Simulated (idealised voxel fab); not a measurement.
Herein follows the process module entitled voxel transistor to metal.
Cross-section cut spans 145 nm and uses square cells 5 nm in size.
When this document writes out a cross-section, it uses a grid of square cells and lists it as bands, beginning at the top and moving down, with a band standing for one or more rows of cells. Quick guide to a band line: top height, bottom height (nm) up front; then every material left to right with its width in nm. Only one material and it's marked "throughout"? Then it fills the band edge to edge. And "empty" just means empty space. Below 0: as-received wafer, all one material; heights counted from there. Lowest band: no bottom, goes on down, written "0..down". Read "30 to 40" as a graded width: first number on top, second number at the bottom, same change between each pair of neighbouring rows. "nothing changed" -> step changed no cross-section cell. Basically, "Enclosed internal voids" tells you about the enclosed voids: empty spaces with no open way to the top, 8 cells or bigger, each written width x height at distance, where distance is from the left edge, all in nm. Step line, after settings: the simulator's comment on this step. Regarding "overlay nm": on a step with a mask, it is the distance the mask lay to the right of its planned place; a negative value places it to the left. Each pair of cross-sections that follows straddles one process step: the one shows the state before the step, the other the state after it, down to the lowest band that changed and no further. The step in question, and its settings, are given under the pair. Note that a pair is not necessarily a continuation of the pair above it, since pairs can come from different runs of this module on the same starting wafer; it is a continuation only where its entry headed "Pre-step view" says so.
-- Pre-step view
    40..35  SiCN throughout
    35..20  SiO2: 25 / TiN: 5 / W: 10 / TiN: 5 / SiO2: 55 / TiN: 5 / W: 10 / TiN: 5 / SiO2: 25
    20..0  SiO2: 25 / TiN: 5 / W: 10 / TiN: 5 / SiO2: 10 / SiN: 5 / HfO2: 5 / TiN: 5 / W: 5 / TiN: 5 / HfO2: 5 / SiN: 5 / SiO2: 10 / TiN: 5 / W: 10 / TiN: 5 / SiO2: 25
    0..-5  SiO2: 10 / SiN: 5 / SiO2: 10 / TiN: 5 / W: 10 / TiN: 5 / pSi: 10 / SiN: 5 / HfO2: 5 / TiN: 15 / HfO2: 5 / SiN: 5 / pSi: 10 / TiN: 5 / W: 10 / TiN: 5 / SiO2: 10 / SiN: 5 / SiO2: 10
    -5..-10  SiO2: 25 / TiN: 20 / pSi: 10 / HfO2: 35 / pSi: 10 / TiN: 20 / SiO2: 25
    -10..-20  SiO2: 15 / pSi: 40 / Si: 35 / pSi: 40 / SiO2: 15
    -20..-25  SiO2: 15 / Si: 115 / SiO2: 15
    -25..down  Si throughout
    Enclosed internal voids: none
-- Cross-Section After Step
    50..40  lowk throughout
    At heights below 40, the structure remains unaltered.
    Enclosed internal voids: none
So what happens between those two cross-sections up there? DIRECTIONAL_DEP: material lowk, thk nm 10
Pre-step view: it's just the after picture from the pair right above this one.
-- Cross-Section After Step
    50..40  lowk: 25 / empty: 20 / lowk: 55 / empty: 20 / lowk: 25
    At heights below 40, the structure remains unaltered.
    Enclosed internal voids: none
So what happens between those two cross-sections up there? MASKED_ETCH: tone open, mask id METAL_1, width nm 20, pitch nm 75, etch materials lowk, depth nm 15, overlay nm 0
Pre-step view: it's just the after picture from the pair right above this one.
-- Cross-Section After Step
    50..40  lowk: 25 / empty: 20 / lowk: 55 / empty: 20 / lowk: 25
    40..35  SiCN: 25 / empty: 20 / SiCN: 55 / empty: 20 / SiCN: 25
    At heights below 35, the structure remains unaltered.
    Enclosed internal voids: none
So what happens between those two cross-sections up there? MASKED_ETCH: tone open, mask id METAL_1, width nm 20, pitch nm 75, etch materials SiCN, depth nm 5, overlay nm 0
Pre-step view: it's just the after picture from the pair right above this one.
-- Cross-Section After Step
    55..50  TiN: 30 / empty: 10 / TiN: 65 / empty: 10 / TiN: 30
    50..40  lowk: 25 / TiN: 5 / empty: 10 / TiN: 5 / lowk: 55 / TiN: 5 / empty: 10 / TiN: 5 / lowk: 25
    40..35  SiCN: 25 / TiN: 20 / SiCN: 55 / TiN: 20 / SiCN: 25
    At heights below 35, the structure remains unaltered.
    Enclosed internal voids: none
So what happens between those two cross-sections up there? CONFORMAL_DEP: material TiN, thk nm 5
Pre-step view: it's just the after picture from the pair right above this one.
-- Cross-Section After Step
    65..55  Ru throughout
    55..50  TiN: 30 / Ru: 10 / TiN: 65 / Ru: 10 / TiN: 30
    50..40  lowk: 25 / TiN: 5 / Ru: 10 / TiN: 5 / lowk: 55 / TiN: 5 / Ru: 10 / TiN: 5 / lowk: 25
    At heights below 40, the structure remains unaltered.
    Enclosed internal voids: none
So what happens between those two cross-sections up there? FILL_DEP: material Ru, thk nm 10
Pre-step view: it's just the after picture from the pair right above this one.
-- Cross-Section After Step
    55..50  TiN: 30 / Ru: 10 / TiN: 65 / Ru: 10 / TiN: 30
    At heights below 50, the structure remains unaltered.
    Enclosed internal voids: none
So what happens between those two cross-sections up there? CMP: height nm 55
Pre-step view: it's just the after picture from the pair right above this one.
-- Cross-Section After Step
    60..55  Ru throughout
    At heights below 55, the structure remains unaltered.
    Enclosed internal voids: none
So what happens between those two cross-sections up there? EPI: material Ru, thk nm 5
Pre-step view: it's just the after picture from the pair right above this one.
-- Cross-Section After Step
    65..60  SiCN throughout
    At heights below 60, the structure remains unaltered.
    Enclosed internal voids: none
So what happens between those two cross-sections up there? FILL_DEP: material SiCN, thk nm 5
-- Pre-step view
    45..40  SiCN: 10 / empty: 125 / SiCN: 10
    40..30  SiCN throughout
    30..25  polySi: 10 / SiCN: 125 / polySi: 10
    25..0  polySi throughout
    0..-5  SiO2: 10 / polySi: 125 / SiO2: 10
    -5..-10  SiO2 throughout
    -10..-25  SiO2: 15 / Si: 115 / SiO2: 15
    -25..down  Si throughout
    Enclosed internal voids: none
-- Cross-Section After Step
    65..45  empty: 60 / resist: 30 / empty: 55
    45..40  SiCN: 10 / empty: 50 / resist: 30 / empty: 45 / SiCN: 10
    At heights below 40, the structure remains unaltered.
    Enclosed internal voids: none
So what happens between those two cross-sections up there? PATTERN: tone cover, mask id GATE, material resist, width nm 30, thk nm 20, overlay nm 0
Pre-step view: it's just the after picture from the pair right above this one.
-- Cross-Section After Step
    65..40  empty: 60 / resist: 30 / empty: 55
    40..30  empty: 60 / SiCN: 30 / empty: 55
    30..25  polySi: 10 / empty: 50 / SiCN: 30 / empty: 45 / polySi: 10
    At heights below 25, the structure remains unaltered.
    Enclosed internal voids: none
So what happens between those two cross-sections up there? DIRECTIONAL_ETCH: etch materials SiCN, depth nm 25
Pre-step view: it's just the after picture from the pair right above this one.
-- Cross-Section After Step
    65..40  empty: 60 / resist: 30 / empty: 55
    40..25  empty: 60 / SiCN: 30 / empty: 55
    25..0  empty: 60 / polySi: 30 / empty: 55
    0..-5  SiO2: 10 / empty: 50 / polySi: 30 / empty: 45 / SiO2: 10
    At heights below -5, the structure remains unaltered.
    Enclosed internal voids: none
So what happens between those two cross-sections up there? DIRECTIONAL_ETCH: etch materials polySi, depth nm 40
Pre-step view: it's just the after picture from the pair right above this one.
-- Cross-Section After Step
    40..25  empty: 60 / SiCN: 30 / empty: 55
    At heights below 25, the structure remains unaltered.
    Enclosed internal voids: none
So what happens between those two cross-sections up there? STRIP: etch materials resist
Pre-step view: it's just the after picture from the pair right above this one.
-- Cross-Section After Step
    45..40  empty: 55 / SiN: 40 / empty: 50
    40..25  empty: 55 / SiN: 5 / SiCN: 30 / SiN: 5 / empty: 50
    25..5  empty: 55 / SiN: 5 / polySi: 30 / SiN: 5 / empty: 50
    5..0  SiN: 15 / empty: 40 / SiN: 5 / polySi: 30 / SiN: 5 / empty: 35 / SiN: 15
    0..-5  SiO2: 10 / SiN: 50 / polySi: 30 / SiN: 45 / SiO2: 10
    At heights below -5, the structure remains unaltered.
    Enclosed internal voids: none
So what happens between those two cross-sections up there? CONFORMAL_DEP: material SiN, thk nm 5
Pre-step view: it's just the after picture from the pair right above this one.
-- Cross-Section After Step
    40..25  empty: 55 / SiN: 5 / SiCN: 30 / SiN: 5 / empty: 50
    25..0  empty: 55 / SiN: 5 / polySi: 30 / SiN: 5 / empty: 50
    0..-5  SiO2: 10 / SiN: 5 / empty: 40 / SiN: 5 / polySi: 30 / SiN: 5 / empty: 35 / SiN: 5 / SiO2: 10
    At heights below -5, the structure remains unaltered.
    Enclosed internal voids: none
So what happens between those two cross-sections up there? DIRECTIONAL_ETCH: etch materials SiN, depth nm 5
Pre-step view: it's just the after picture from the pair right above this one.
-- Cross-Section After Step
    40..25  empty: 55 / SiN: 5 / SiCN: 30 / SiN: 5 / empty: 50
    25..0  empty: 55 / SiN: 5 / polySi: 30 / SiN: 5 / empty: 50
    0..-5  empty: 10 / SiN: 5 / empty: 40 / SiN: 5 / polySi: 30 / SiN: 5 / empty: 35 / SiN: 5 / empty: 10
    -5..-10  SiO2: 15 / empty: 40 / SiO2: 40 / empty: 35 / SiO2: 15
    At heights below -10, the structure remains unaltered.
    Enclosed internal voids: none
So what happens between those two cross-sections up there? DIRECTIONAL_ETCH: etch materials SiO2, depth nm 5
Pre-step view: it's just the after picture from the pair right above this one.
-- Cross-Section After Step
    40..25  empty: 55 / SiN: 5 / SiCN: 30 / SiN: 5 / empty: 50
    25..0  empty: 55 / SiN: 5 / polySi: 30 / SiN: 5 / empty: 50
    0..-5  empty: 10 / SiN: 5 / empty: 40 / SiN: 5 / polySi: 30 / SiN: 5 / empty: 35 / SiN: 5 / empty: 10
    -5..-10  SiO2: 15 / empty: 40 / SiO2: 40 / empty: 35 / SiO2: 15
    -10..-20  SiO2: 15 / empty: 40 / Si: 40 / empty: 35 / SiO2: 15
    At heights below -20, the structure remains unaltered.
    Enclosed internal voids: none
So what happens between those two cross-sections up there? DIRECTIONAL_ETCH: etch materials Si, depth nm 10
Pre-step view: it's just the after picture from the pair right above this one.
-- Cross-Section After Step
    40..25  empty: 55 / SiN: 5 / SiCN: 30 / SiN: 5 / empty: 50
    25..0  empty: 55 / SiN: 5 / polySi: 30 / SiN: 5 / empty: 50
    0..-5  empty: 10 / SiN: 5 / empty: 30 / pSi: 10 / SiN: 5 / polySi: 30 / SiN: 5 / pSi: 10 / empty: 25 / SiN: 5 / empty: 10
    -5..-10  SiO2: 15 / empty: 30 / pSi: 10 / SiO2: 40 / pSi: 10 / empty: 25 / SiO2: 15
    -10..-20  SiO2: 15 / pSi: 40 / Si: 40 / pSi: 35 / SiO2: 15
    At heights below -20, the structure remains unaltered.
    Enclosed internal voids: none
So what happens between those two cross-sections up there? EPI: material pSi, thk nm 10
Pre-step view: it's just the after picture from the pair right above this one.
-- Cross-Section After Step
    45..40  SiO2 throughout
    40..25  SiO2: 55 / SiN: 5 / SiCN: 30 / SiN: 5 / SiO2: 50
    25..0  SiO2: 55 / SiN: 5 / polySi: 30 / SiN: 5 / SiO2: 50
    0..-5  SiO2: 10 / SiN: 5 / SiO2: 30 / pSi: 10 / SiN: 5 / polySi: 30 / SiN: 5 / pSi: 10 / SiO2: 25 / SiN: 5 / SiO2: 10
    -5..-10  SiO2: 45 / pSi: 10 / SiO2: 40 / pSi: 10 / SiO2: 40
    At heights below -10, the structure remains unaltered.
    Enclosed internal voids: none
So what happens between those two cross-sections up there? FILL_DEP: material SiO2, thk nm 5
Pre-step view: it's just the after picture from the pair right above this one.
-- Cross-Section After Step
    25..0  SiO2: 55 / SiN: 5 / polySi: 30 / SiN: 5 / SiO2: 50
    At heights below 0, the structure remains unaltered.
    Enclosed internal voids: none
So what happens between those two cross-sections up there? CMP: height nm 25
Pre-step view: it's just the after picture from the pair right above this one.
-- Cross-Section After Step
    25..0  SiO2: 55 / SiN: 5 / empty: 30 / SiN: 5 / SiO2: 50
    0..-5  SiO2: 10 / SiN: 5 / SiO2: 30 / pSi: 10 / SiN: 5 / empty: 30 / SiN: 5 / pSi: 10 / SiO2: 25 / SiN: 5 / SiO2: 10
    At heights below -5, the structure remains unaltered.
    Enclosed internal voids: none
So what happens between those two cross-sections up there? STRIP: etch materials polySi
Pre-step view: it's just the after picture from the pair right above this one.
-- Cross-Section After Step
    25..20  empty: 55 / SiN: 5 / empty: 30 / SiN: 5 / empty: 50
    20..0  SiO2: 55 / SiN: 5 / empty: 30 / SiN: 5 / SiO2: 50
    0..-5  SiO2: 10 / SiN: 5 / SiO2: 30 / pSi: 10 / SiN: 5 / empty: 30 / SiN: 5 / pSi: 10 / SiO2: 25 / SiN: 5 / SiO2: 10
    -5..-10  SiO2: 45 / pSi: 10 / empty: 40 / pSi: 10 / SiO2: 40
    At heights below -10, the structure remains unaltered.
    Enclosed internal voids: none
So what happens between those two cross-sections up there? SELECTIVE_ETCH: etch materials SiO2, depth nm 5
Pre-step view: it's just the after picture from the pair right above this one.
-- Cross-Section After Step
    30..25  empty: 50 / HfO2: 15 / empty: 20 / HfO2: 15 / empty: 45
    25..20  HfO2: 55 / SiN: 5 / HfO2: 5 / empty: 20 / HfO2: 5 / SiN: 5 / HfO2: 50
    20..0  SiO2: 55 / SiN: 5 / HfO2: 5 / empty: 20 / HfO2: 5 / SiN: 5 / SiO2: 50
    0..-5  SiO2: 10 / SiN: 5 / SiO2: 30 / pSi: 10 / SiN: 5 / HfO2: 5 / empty: 20 / HfO2: 5 / SiN: 5 / pSi: 10 / SiO2: 25 / SiN: 5 / SiO2: 10
    -5..-10  SiO2: 45 / pSi: 10 / HfO2: 40 / pSi: 10 / SiO2: 40
    At heights below -10, the structure remains unaltered.
    Enclosed internal voids: none
So what happens between those two cross-sections up there? CONFORMAL_DEP: material HfO2, thk nm 5
Pre-step view: it's just the after picture from the pair right above this one.
-- Cross-Section After Step
    35..30  empty: 45 / TiN: 25 / empty: 10 / TiN: 25 / empty: 40
    30..25  TiN: 50 / HfO2: 15 / TiN: 5 / empty: 10 / TiN: 5 / HfO2: 15 / TiN: 45
    25..20  HfO2: 55 / SiN: 5 / HfO2: 5 / TiN: 5 / empty: 10 / TiN: 5 / HfO2: 5 / SiN: 5 / HfO2: 50
    20..0  SiO2: 55 / SiN: 5 / HfO2: 5 / TiN: 5 / empty: 10 / TiN: 5 / HfO2: 5 / SiN: 5 / SiO2: 50
    0..-5  SiO2: 10 / SiN: 5 / SiO2: 30 / pSi: 10 / SiN: 5 / HfO2: 5 / TiN: 20 / HfO2: 5 / SiN: 5 / pSi: 10 / SiO2: 25 / SiN: 5 / SiO2: 10
    At heights below -5, the structure remains unaltered.
    Enclosed internal voids: none
So what happens between those two cross-sections up there? CONFORMAL_DEP: material TiN, thk nm 5
Pre-step view: it's just the after picture from the pair right above this one.
-- Cross-Section After Step
    45..35  W throughout
    35..30  W: 45 / TiN: 25 / W: 10 / TiN: 25 / W: 40
    30..25  TiN: 50 / HfO2: 15 / TiN: 5 / W: 10 / TiN: 5 / HfO2: 15 / TiN: 45
    25..20  HfO2: 55 / SiN: 5 / HfO2: 5 / TiN: 5 / W: 10 / TiN: 5 / HfO2: 5 / SiN: 5 / HfO2: 50
    20..0  SiO2: 55 / SiN: 5 / HfO2: 5 / TiN: 5 / W: 10 / TiN: 5 / HfO2: 5 / SiN: 5 / SiO2: 50
    At heights below 0, the structure remains unaltered.
    Enclosed internal voids: none
So what happens between those two cross-sections up there? FILL_DEP: material W, thk nm 10
Pre-step view: it's just the after picture from the pair right above this one.
-- Cross-Section After Step
    20..0  SiO2: 55 / SiN: 5 / HfO2: 5 / TiN: 5 / W: 10 / TiN: 5 / HfO2: 5 / SiN: 5 / SiO2: 50
    At heights below 0, the structure remains unaltered.
    Enclosed internal voids: none
So what happens between those two cross-sections up there? CMP: height nm 20
Pre-step view: it's just the after picture from the pair right above this one.
-- Cross-Section After Step
    35..20  SiO2 throughout
    At heights below 20, the structure remains unaltered.
    Enclosed internal voids: none
So what happens between those two cross-sections up there? DIRECTIONAL_DEP: material SiO2, thk nm 15
Pre-step view: it's just the after picture from the pair right above this one.
-- Cross-Section After Step
    50..35  aC throughout
    At heights below 35, the structure remains unaltered.
    Enclosed internal voids: none
So what happens between those two cross-sections up there? DIRECTIONAL_DEP: material aC, thk nm 15
Pre-step view: it's just the after picture from the pair right above this one.
-- Cross-Section After Step
    85..50  resist: 25 / empty: 20 / resist: 55 / empty: 20 / resist: 25
    At heights below 50, the structure remains unaltered.
    Enclosed internal voids: none
So what happens between those two cross-sections up there? PATTERN: tone open, mask id CONTACT, material resist, width nm 20, pitch nm 75, thk nm 35, overlay nm 0
Pre-step view: it's just the after picture from the pair right above this one.
-- Cross-Section After Step
    70..50  resist: 25 / empty: 20 / resist: 55 / empty: 20 / resist: 25
    50..35  aC: 25 / empty: 20 / aC: 55 / empty: 20 / aC: 25
    At heights below 35, the structure remains unaltered.
    Enclosed internal voids: none
So what happens between those two cross-sections up there? DIRECTIONAL_ETCH: etch materials aC, depth nm 15
Pre-step view: it's just the after picture from the pair right above this one.
-- Cross-Section After Step
    50..35  aC: 25 / empty: 20 / aC: 55 / empty: 20 / aC: 25
    At heights below 35, the structure remains unaltered.
    Enclosed internal voids: none
So what happens between those two cross-sections up there? STRIP: etch materials resist
Pre-step view: it's just the after picture from the pair right above this one.
-- Cross-Section After Step
    50..35  aC: 25 / empty: 20 / aC: 55 / empty: 20 / aC: 25
    35..20  SiO2: 25 / empty: 20 / SiO2: 55 / empty: 20 / SiO2: 25
    20..0  SiO2: 25 / empty: 20 / SiO2: 10 / SiN: 5 / HfO2: 5 / TiN: 5 / W: 10 / TiN: 5 / HfO2: 5 / SiN: 5 / SiO2: 5 / empty: 20 / SiO2: 25
    0..-5  SiO2: 10 / SiN: 5 / SiO2: 10 / empty: 20 / pSi: 10 / SiN: 5 / HfO2: 5 / TiN: 20 / HfO2: 5 / SiN: 5 / pSi: 10 / empty: 15 / SiO2: 10 / SiN: 5 / SiO2: 10
    -5..-10  SiO2: 25 / empty: 20 / pSi: 10 / HfO2: 40 / pSi: 10 / empty: 15 / SiO2: 25
    At heights below -10, the structure remains unaltered.
    Enclosed internal voids: none
So what happens between those two cross-sections up there? DIRECTIONAL_ETCH: etch materials SiO2, depth nm 45
Pre-step view: it's just the after picture from the pair right above this one.
-- Cross-Section After Step
    35..20  SiO2: 25 / empty: 20 / SiO2: 55 / empty: 20 / SiO2: 25
    At heights below 20, the structure remains unaltered.
    Enclosed internal voids: none
So what happens between those two cross-sections up there? STRIP: etch materials aC
Pre-step view: it's just the after picture from the pair right above this one.
-- Cross-Section After Step
    40..35  TiN: 30 / empty: 10 / TiN: 65 / empty: 10 / TiN: 30
    35..20  SiO2: 25 / TiN: 5 / empty: 10 / TiN: 5 / SiO2: 55 / TiN: 5 / empty: 10 / TiN: 5 / SiO2: 25
    20..5  SiO2: 25 / TiN: 5 / empty: 10 / TiN: 5 / SiO2: 10 / SiN: 5 / HfO2: 5 / TiN: 5 / W: 10 / TiN: 5 / HfO2: 5 / SiN: 5 / SiO2: 5 / TiN: 5 / empty: 10 / TiN: 5 / SiO2: 25
    5..0  SiO2: 25 / TiN: 5 / empty: 10 / TiN: 5 / SiO2: 10 / SiN: 5 / HfO2: 5 / TiN: 5 / W: 10 / TiN: 5 / HfO2: 5 / SiN: 5 / SiO2: 5 / TiN: 10 / empty: 5 / TiN: 5 / SiO2: 25
    0..-5  SiO2: 10 / SiN: 5 / SiO2: 10 / TiN: 5 / empty: 10 / TiN: 5 / pSi: 10 / SiN: 5 / HfO2: 5 / TiN: 20 / HfO2: 5 / SiN: 5 / pSi: 10 / TiN: 5 / empty: 5 / TiN: 5 / SiO2: 10 / SiN: 5 / SiO2: 10
    -5..-10  SiO2: 25 / TiN: 20 / pSi: 10 / HfO2: 40 / pSi: 10 / TiN: 15 / SiO2: 25
    At heights below -10, the structure remains unaltered.
    Enclosed internal voids: none
So what happens between those two cross-sections up there? CONFORMAL_DEP: material TiN, thk nm 5
Pre-step view: it's just the after picture from the pair right above this one.
-- Cross-Section After Step
    50..40  W throughout
    40..35  TiN: 30 / W: 10 / TiN: 65 / W: 10 / TiN: 30
    35..20  SiO2: 25 / TiN: 5 / W: 10 / TiN: 5 / SiO2: 55 / TiN: 5 / W: 10 / TiN: 5 / SiO2: 25
    20..5  SiO2: 25 / TiN: 5 / W: 10 / TiN: 5 / SiO2: 10 / SiN: 5 / HfO2: 5 / TiN: 5 / W: 10 / TiN: 5 / HfO2: 5 / SiN: 5 / SiO2: 5 / TiN: 5 / W: 10 / TiN: 5 / SiO2: 25
    5..0  SiO2: 25 / TiN: 5 / W: 10 / TiN: 5 / SiO2: 10 / SiN: 5 / HfO2: 5 / TiN: 5 / W: 10 / TiN: 5 / HfO2: 5 / SiN: 5 / SiO2: 5 / TiN: 10 / W: 5 / TiN: 5 / SiO2: 25
    0..-5  SiO2: 10 / SiN: 5 / SiO2: 10 / TiN: 5 / W: 10 / TiN: 5 / pSi: 10 / SiN: 5 / HfO2: 5 / TiN: 20 / HfO2: 5 / SiN: 5 / pSi: 10 / TiN: 5 / W: 5 / TiN: 5 / SiO2: 10 / SiN: 5 / SiO2: 10
    At heights below -5, the structure remains unaltered.
    Enclosed internal voids: none
So what happens between those two cross-sections up there? FILL_DEP: material W, thk nm 10
Pre-step view: it's just the after picture from the pair right above this one.
-- Cross-Section After Step
    35..20  SiO2: 25 / TiN: 5 / W: 10 / TiN: 5 / SiO2: 55 / TiN: 5 / W: 10 / TiN: 5 / SiO2: 25
    At heights below 20, the structure remains unaltered.
    Enclosed internal voids: none
So what happens between those two cross-sections up there? CMP: height nm 35
Pre-step view: it's just the after picture from the pair right above this one.
-- Cross-Section After Step
    40..35  SiCN throughout
    At heights below 35, the structure remains unaltered.
    Enclosed internal voids: none
So what happens between those two cross-sections up there? CONFORMAL_DEP: material SiCN, thk nm 5
Pre-step view: it's just the after picture from the pair right above this one.
-- Cross-Section After Step
    55..40  lowk throughout
    At heights below 40, the structure remains unaltered.
    Enclosed internal voids: none
So what happens between those two cross-sections up there? DIRECTIONAL_DEP: material lowk, thk nm 15
Pre-step view: it's just the after picture from the pair right above this one.
-- Cross-Section After Step
    55..40  lowk: 25 / empty: 20 / lowk: 55 / empty: 20 / lowk: 25
    At heights below 40, the structure remains unaltered.
    Enclosed internal voids: none
So what happens between those two cross-sections up there? MASKED_ETCH: tone open, mask id METAL_1, width nm 20, pitch nm 75, etch materials lowk, depth nm 15, overlay nm 0
Pre-step view: it's just the after picture from the pair right above this one.
-- Cross-Section After Step
    55..40  lowk: 25 / empty: 20 / lowk: 55 / empty: 20 / lowk: 25
    40..35  SiCN: 25 / empty: 20 / SiCN: 55 / empty: 20 / SiCN: 25
    At heights below 35, the structure remains unaltered.
    Enclosed internal voids: none
So what happens between those two cross-sections up there? MASKED_ETCH: tone open, mask id METAL_1, width nm 20, pitch nm 75, etch materials SiCN, depth nm 5, overlay nm 0
Pre-step view: it's just the after picture from the pair right above this one.
-- Cross-Section After Step
    60..55  TiN: 30 / empty: 10 / TiN: 65 / empty: 10 / TiN: 30
    55..40  lowk: 25 / TiN: 5 / empty: 10 / TiN: 5 / lowk: 55 / TiN: 5 / empty: 10 / TiN: 5 / lowk: 25
    40..35  SiCN: 25 / TiN: 20 / SiCN: 55 / TiN: 20 / SiCN: 25
    At heights below 35, the structure remains unaltered.
    Enclosed internal voids: none
So what happens between those two cross-sections up there? CONFORMAL_DEP: material TiN, thk nm 5
Pre-step view: it's just the after picture from the pair right above this one.
-- Cross-Section After Step
    70..60  Ru throughout
    60..55  TiN: 30 / Ru: 10 / TiN: 65 / Ru: 10 / TiN: 30
    55..40  lowk: 25 / TiN: 5 / Ru: 10 / TiN: 5 / lowk: 55 / TiN: 5 / Ru: 10 / TiN: 5 / lowk: 25
    At heights below 40, the structure remains unaltered.
    Enclosed internal voids: none
So what happens between those two cross-sections up there? FILL_DEP: material Ru, thk nm 10
Pre-step view: it's just the after picture from the pair right above this one.
-- Cross-Section After Step
    55..40  lowk: 25 / TiN: 5 / Ru: 10 / TiN: 5 / lowk: 55 / TiN: 5 / Ru: 10 / TiN: 5 / lowk: 25
    At heights below 40, the structure remains unaltered.
    Enclosed internal voids: none
So what happens between those two cross-sections up there? CMP: height nm 55
Pre-step view: it's just the after picture from the pair right above this one.
-- Cross-Section After Step
    60..55  empty: 20 / Ru: 30 / empty: 45 / Ru: 30 / empty: 20
    At heights below 55, the structure remains unaltered.
    Enclosed internal voids: none
So what happens between those two cross-sections up there? EPI: material Ru, thk nm 5
Pre-step view: it's just the after picture from the pair right above this one.
-- Cross-Section After Step
    65..60  SiCN throughout
    60..55  SiCN: 20 / Ru: 30 / SiCN: 45 / Ru: 30 / SiCN: 20
    At heights below 55, the structure remains unaltered.
    Enclosed internal voids: none
So what happens between those two cross-sections up there? FILL_DEP: material SiCN, thk nm 5
-- Pre-step view
    45..40  SiCN: 10 / empty: 125 / SiCN: 10
    40..30  SiCN throughout
    30..25  polySi: 10 / SiCN: 125 / polySi: 10
    25..0  polySi throughout
    0..-5  SiO2: 10 / polySi: 125 / SiO2: 10
    -5..-10  SiO2 throughout
    -10..-25  SiO2: 15 / Si: 115 / SiO2: 15
    -25..down  Si throughout
    Enclosed internal voids: none
-- Cross-Section After Step
    65..45  empty: 55 / resist: 25 / empty: 65
    45..40  SiCN: 10 / empty: 45 / resist: 25 / empty: 55 / SiCN: 10
    At heights below 40, the structure remains unaltered.
    Enclosed internal voids: none
So what happens between those two cross-sections up there? PATTERN: tone cover, mask id GATE, material resist, width nm 25, thk nm 20, overlay nm -5
Pre-step view: it's just the after picture from the pair right above this one.
-- Cross-Section After Step
    65..40  empty: 55 / resist: 25 / empty: 65
    40..30  empty: 55 / SiCN: 25 / empty: 65
    30..25  polySi: 10 / empty: 45 / SiCN: 25 / empty: 55 / polySi: 10
    At heights below 25, the structure remains unaltered.
    Enclosed internal voids: none
So what happens between those two cross-sections up there? DIRECTIONAL_ETCH: etch materials SiCN, depth nm 25
Pre-step view: it's just the after picture from the pair right above this one.
-- Cross-Section After Step
    65..40  empty: 55 / resist: 25 / empty: 65
    40..25  empty: 55 / SiCN: 25 / empty: 65
    25..0  empty: 55 / polySi: 25 / empty: 65
    0..-5  SiO2: 10 / empty: 45 / polySi: 25 / empty: 55 / SiO2: 10
    At heights below -5, the structure remains unaltered.
    Enclosed internal voids: none
So what happens between those two cross-sections up there? DIRECTIONAL_ETCH: etch materials polySi, depth nm 40
Pre-step view: it's just the after picture from the pair right above this one.
-- Cross-Section After Step
    40..25  empty: 55 / SiCN: 25 / empty: 65
    At heights below 25, the structure remains unaltered.
    Enclosed internal voids: none
So what happens between those two cross-sections up there? STRIP: etch materials resist
Pre-step view: it's just the after picture from the pair right above this one.
-- Cross-Section After Step
    45..40  empty: 50 / SiN: 35 / empty: 60
    40..25  empty: 50 / SiN: 5 / SiCN: 25 / SiN: 5 / empty: 60
    25..5  empty: 50 / SiN: 5 / polySi: 25 / SiN: 5 / empty: 60
    5..0  SiN: 15 / empty: 35 / SiN: 5 / polySi: 25 / SiN: 5 / empty: 45 / SiN: 15
    0..-5  SiO2: 10 / SiN: 45 / polySi: 25 / SiN: 55 / SiO2: 10
    At heights below -5, the structure remains unaltered.
    Enclosed internal voids: none
So what happens between those two cross-sections up there? CONFORMAL_DEP: material SiN, thk nm 5
Pre-step view: it's just the after picture from the pair right above this one.
-- Cross-Section After Step
    40..25  empty: 50 / SiN: 5 / SiCN: 25 / SiN: 5 / empty: 60
    25..0  empty: 50 / SiN: 5 / polySi: 25 / SiN: 5 / empty: 60
    0..-5  SiO2: 10 / SiN: 5 / empty: 35 / SiN: 5 / polySi: 25 / SiN: 5 / empty: 45 / SiN: 5 / SiO2: 10
    At heights below -5, the structure remains unaltered.
    Enclosed internal voids: none
So what happens between those two cross-sections up there? DIRECTIONAL_ETCH: etch materials SiN, depth nm 5
Pre-step view: it's just the after picture from the pair right above this one.
-- Cross-Section After Step
    40..25  empty: 50 / SiN: 5 / SiCN: 25 / SiN: 5 / empty: 60
    25..0  empty: 50 / SiN: 5 / polySi: 25 / SiN: 5 / empty: 60
    0..-5  empty: 10 / SiN: 5 / empty: 35 / SiN: 5 / polySi: 25 / SiN: 5 / empty: 45 / SiN: 5 / empty: 10
    -5..-10  SiO2: 15 / empty: 35 / SiO2: 35 / empty: 45 / SiO2: 15
    At heights below -10, the structure remains unaltered.
    Enclosed internal voids: none
So what happens between those two cross-sections up there? DIRECTIONAL_ETCH: etch materials SiO2, depth nm 5
Pre-step view: it's just the after picture from the pair right above this one.
-- Cross-Section After Step
    40..25  empty: 50 / SiN: 5 / SiCN: 25 / SiN: 5 / empty: 60
    25..0  empty: 50 / SiN: 5 / polySi: 25 / SiN: 5 / empty: 60
    0..-5  empty: 10 / SiN: 5 / empty: 35 / SiN: 5 / polySi: 25 / SiN: 5 / empty: 45 / SiN: 5 / empty: 10
    -5..-10  SiO2: 15 / empty: 35 / SiO2: 35 / empty: 45 / SiO2: 15
    -10..-20  SiO2: 15 / empty: 35 / Si: 35 / empty: 45 / SiO2: 15
    At heights below -20, the structure remains unaltered.
    Enclosed internal voids: none
So what happens between those two cross-sections up there? DIRECTIONAL_ETCH: etch materials Si, depth nm 10
Pre-step view: it's just the after picture from the pair right above this one.
-- Cross-Section After Step
    40..25  empty: 50 / SiN: 5 / SiCN: 25 / SiN: 5 / empty: 60
    25..0  empty: 50 / SiN: 5 / polySi: 25 / SiN: 5 / empty: 60
    0..-5  empty: 10 / SiN: 5 / empty: 25 / pSi: 10 / SiN: 5 / polySi: 25 / SiN: 5 / pSi: 10 / empty: 35 / SiN: 5 / empty: 10
    -5..-10  SiO2: 15 / empty: 25 / pSi: 10 / SiO2: 35 / pSi: 10 / empty: 35 / SiO2: 15
    -10..-20  SiO2: 15 / pSi: 35 / Si: 35 / pSi: 45 / SiO2: 15
    At heights below -20, the structure remains unaltered.
    Enclosed internal voids: none
So what happens between those two cross-sections up there? EPI: material pSi, thk nm 10
Pre-step view: it's just the after picture from the pair right above this one.
-- Cross-Section After Step
    45..40  SiO2 throughout
    40..25  SiO2: 50 / SiN: 5 / SiCN: 25 / SiN: 5 / SiO2: 60
    25..0  SiO2: 50 / SiN: 5 / polySi: 25 / SiN: 5 / SiO2: 60
    0..-5  SiO2: 10 / SiN: 5 / SiO2: 25 / pSi: 10 / SiN: 5 / polySi: 25 / SiN: 5 / pSi: 10 / SiO2: 35 / SiN: 5 / SiO2: 10
    -5..-10  SiO2: 40 / pSi: 10 / SiO2: 35 / pSi: 10 / SiO2: 50
    At heights below -10, the structure remains unaltered.
    Enclosed internal voids: none
So what happens between those two cross-sections up there? FILL_DEP: material SiO2, thk nm 5
